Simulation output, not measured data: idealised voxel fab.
Documented hereafter: the process module known as voxel lift off.
In the cross-section labelled cut, the width is 245 nm and each square cell is 5 nm.
Think of the cross-section as a grid of square cells. We describe it in bands, top to bottom, and each band covers one or more rows of those cells.
Heights first: top, then bottom, in nm. Then materials, left to right, each with a width in nm. "edge to edge" on a single material: fills the band edge to edge. "blank": empty space.
Where do heights start? At 0: under that level the wafer as delivered is made of one material only. And the lowest band has no floor; it just carries on downward, as in "0 down".
Top row gets the first number, bottom row gets the second, and each row in between changes by the same step: that is how a band width like "30..40" works.
Basically "remained the same" means that step didn't change any cell in the cross-section.
Empty spaces without an open route to the top, at least 8 cells in extent, make up the entry "closed voids"; each is given as width x height at distance, where the distance is measured from the left edge, and all are in nm.
Whatever follows a step's settings on its line is a remark the simulator itself makes about that step.
"overlay nm", when on a step's line for a step with a mask, measures how far to the right of its planned place the mask lay; a negative measure means to the left.

PLANNED STEP LIST FOR THE PROCESS
1) RECEIVE,material Si
2) CONFORMAL_DEP,material SiO2,thk nm 10
3) PATTERN,tone open,mask id LINES,material resist,width nm 30,pitch nm 45,thk nm 30,overlay nm 0
4) DIRECTIONAL_DEP,material Ru,thk nm 5
5) STRIP,etch materials resist
6) CONFORMAL_DEP,material SiCN,thk nm 5
The thk nm used in step 4 is not the same on every wafer, whereas the starting condition is; the value printed in the plan is the first wafer's.

CROSS-SECTION OF THE FIRST OF SEVERAL WAFERS AS RECEIVED (AFTER STEP 1)
  0 down = Si edge to edge
  closed voids: none

ONCE STEP 6, THE LAST STEP, IS COMPLETE, THE MODULE IS AT ITS END; THIS IS THE CROSS-SECTION OF THE FIRST OF SEVERAL WAFERS
  20 to 15 = blank 55  SiCN 40  blank 5  SiCN 40  blank 5  SiCN 40  blank 60
  15 to 10 = SiCN 60  Ru 30  SiCN 15  Ru 30  SiCN 15  Ru 30  SiCN 65
  10 to 0 = SiO2 edge to edge
  0 down = Si edge to edge
  closed voids: none

X-SECTION, LAST WAFER, MODULE END
  40 to 35 = blank 55  SiCN 40  blank 5  SiCN 40  blank 5  SiCN 40  blank 60
  35 to 15 = blank 55  SiCN 5  Ru 30  SiCN 5  blank 5  SiCN 5  Ru 30  SiCN 5  blank 5  SiCN 5  Ru 30  SiCN 5  blank 60
  15 to 10 = SiCN 60  Ru 30  SiCN 15  Ru 30  SiCN 15  Ru 30  SiCN 65
  10 to 0 = SiO2 edge to edge
  0 down = Si edge to edge
  closed voids: none

BELOW IS A PER-WAFER TABLE. IN IT, EACH ROW DESCRIBES THE WAFER AT THE END OF THE MODULE BY GIVING, FOR EACH MATERIAL, THE NUMBER OF CELLS GAINED (+) OR LOST (-) SINCE THE WAFER WAS RECEIVED, AND AFTER THAT THE CLOSED VOIDS OF THE WAFER
thk nm 5 | +18 Ru | +55 SiCN | +98 SiO2 | closed voids: none
thk nm 10 | +36 Ru | +61 SiCN | +98 SiO2 | closed voids: none
thk nm 15 | +54 Ru | +67 SiCN | +98 SiO2 | closed voids: none
thk nm 20 | +72 Ru | +73 SiCN | +98 SiO2 | closed voids: none
thk nm 25 | +90 Ru | +79 SiCN | +98 SiO2 | closed voids: none
